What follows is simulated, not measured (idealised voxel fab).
process module | voxel wiring stack
cross-section cut | 230 nm wide | cells 5 nm
A cross-section is a grid of square cells, given in bands from the top down. A band is one or more rows of cells.
Each band's line starts with the height of the band's top and of its bottom, in nm. Then come its materials from left to right, each with its width in nm. One material with "throughout" fills the band from edge to edge. "air" is empty space.
Height 0 is the level under which the wafer as received is all one material. The lowest band goes on downwards, as in "0 down".
A width such as "30 to 40" changes by the same amount from each row of cells to the next, from the band's top row to its bottom row.
"no change" after a step means that no cell of the cross-section changed.
closed voids: empty space of 8 cells or more with no open way to the top, each as width x height at its distance from the left edge, in nm
after a step's settings: what the simulator itself notes on the step
overlay nm, on a step with a mask: how far to the right of its planned place the mask lay; to the left if negative
plan
1 op RECEIVE | material Si
2 op CONFORMAL_DEP | material SiO2 | thk nm 10
3 op DIRECTIONAL_DEP | material TiN | thk nm 5
4 op DIRECTIONAL_DEP | material W | thk nm 25
5 op DIRECTIONAL_DEP | material aC | thk nm 15
6 op PATTERN | tone cover | mask id METAL_1 | material resist | width nm 25 | pitch nm 40 | thk nm 30 | overlay nm 0
7 op DIRECTIONAL_ETCH | etch materials aC | depth nm 15
8 op STRIP | etch materials resist
9 op DIRECTIONAL_ETCH | etch materials W | depth nm 25
10 op DIRECTIONAL_ETCH | etch materials TiN | depth nm 5
11 op STRIP | etch materials aC
12 op FILL_DEP | material lowk | thk nm 5
13 op CMP | height nm 45
14 op CONFORMAL_DEP | material SiCN | thk nm 5
15 op DIRECTIONAL_DEP | material SiO2 | thk nm 15
16 op DIRECTIONAL_DEP | material aC | thk nm 10
17 op PATTERN | tone open | mask id PLUG_1 | material resist | width nm 15 | pitch nm 80 | thk nm 25 | overlay nm 0
18 op DIRECTIONAL_ETCH | etch materials aC | depth nm 10
19 op STRIP | etch materials resist
20 op DIRECTIONAL_ETCH | etch materials SiO2 | depth nm 15
21 op DIRECTIONAL_ETCH | etch materials SiCN | depth nm 5
22 op STRIP | etch materials aC
23 op EPI | material Ru | thk nm 10
24 op EPI | material Ru | thk nm 10
25 op DIRECTIONAL_DEP | material TiN | thk nm 5
26 op DIRECTIONAL_DEP | material W | thk nm 15
27 op MASKED_ETCH | tone cover | mask id METAL_2 | width nm 25 | pitch nm 40 | etch materials W | depth nm 15 | overlay nm 0
28 op MASKED_ETCH | tone cover | mask id METAL_2 | width nm 25 | pitch nm 40 | etch materials TiN | depth nm 5 | overlay nm 0
29 op CONFORMAL_DEP | material SiN | thk nm 5
30 op FILL_DEP | material SiO2 | thk nm 5
31 op CMP | height nm 85
32 op CONFORMAL_DEP | material SiCN | thk nm 5
33 op DIRECTIONAL_DEP | material lowk | thk nm 25
34 op DIRECTIONAL_DEP | material aC | thk nm 15
35 op PATTERN | tone open | mask id METAL_3_HOLES | material resist | width nm 15 | pitch nm 40 | thk nm 35 | overlay nm 0
36 op DIRECTIONAL_ETCH | etch materials aC | depth nm 15
37 op STRIP | etch materials resist
38 op DIRECTIONAL_ETCH | etch materials lowk | depth nm 25
39 op STRIP | etch materials aC
40 op DIRECTIONAL_DEP | material aC | thk nm 10
41 op PATTERN | tone open | mask id METAL_3 | material resist | width nm 25 | pitch nm 40 | thk nm 25 | overlay nm 0
42 op DIRECTIONAL_ETCH | etch materials aC | depth nm 10
43 op STRIP | etch materials resist
44 op DIRECTIONAL_ETCH | etch materials lowk | depth nm 15
45 op DIRECTIONAL_ETCH | etch materials SiCN | depth nm 5
46 op STRIP | etch materials aC
47 op CONFORMAL_DEP | material TiN | thk nm 5
48 op FILL_DEP | material Ru | thk nm 5
49 op CMP | height nm 115
50 op CONFORMAL_DEP | material SiCN | thk nm 5
51 op DIRECTIONAL_DEP | material lowk | thk nm 15
52 op PATTERN | tone open | mask id PLUG_3 | material resist | width nm 15 | pitch nm 80 | thk nm 15 | overlay nm 0
53 op DIRECTIONAL_ETCH | etch materials lowk | depth nm 15
54 op DIRECTIONAL_ETCH | etch materials SiCN | depth nm 5
55 op STRIP | etch materials resist
56 op CONFORMAL_DEP | material TiN | thk nm 5
57 op FILL_DEP | material W | thk nm 5
58 op CMP | height nm 135
59 op DIRECTIONAL_DEP | material TiN | thk nm 5
60 op DIRECTIONAL_DEP | material W | thk nm 15
61 op PATTERN | tone cover | mask id METAL_4 | material resist | width nm 25 | pitch nm 40 | thk nm 15 | overlay nm 0
62 op DIRECTIONAL_ETCH | etch materials W | depth nm 15
63 op DIRECTIONAL_ETCH | etch materials TiN | depth nm 5
64 op STRIP | etch materials resist
65 op FILL_DEP | material lowk | thk nm 10
66 op CMP | height nm 155
67 op CONFORMAL_DEP | material SiCN | thk nm 5
varied across the wafers: thk nm of step 2. The plan shows the first wafer's value. All wafers start alike
first wafer as received, after step 1
  0 down: Si throughout
  closed voids: none
each wafer at the end: cells of each material gained (+) or lost (-) since it was received, then its closed voids
thk nm 10 | +36 Ru | +160 SiCN | +56 SiN | +284 SiO2 | +138 TiN | +226 W | +572 lowk | closed voids: none
thk nm 15 | +60 Ru | +160 SiCN | +50 SiN | +312 SiO2 | +138 TiN | +226 W | +526 lowk | closed voids: none
thk nm 20 | +60 Ru | +160 SiCN | +50 SiN | +358 SiO2 | +138 TiN | +206 W | +500 lowk | closed voids: none
thk nm 25 | +60 Ru | +160 SiCN | +50 SiN | +404 SiO2 | +138 TiN | +186 W | +474 lowk | closed voids: none
thk nm 30 | +60 Ru | +160 SiCN | +50 SiN | +450 SiO2 | +138 TiN | +166 W | +448 lowk | closed voids: none
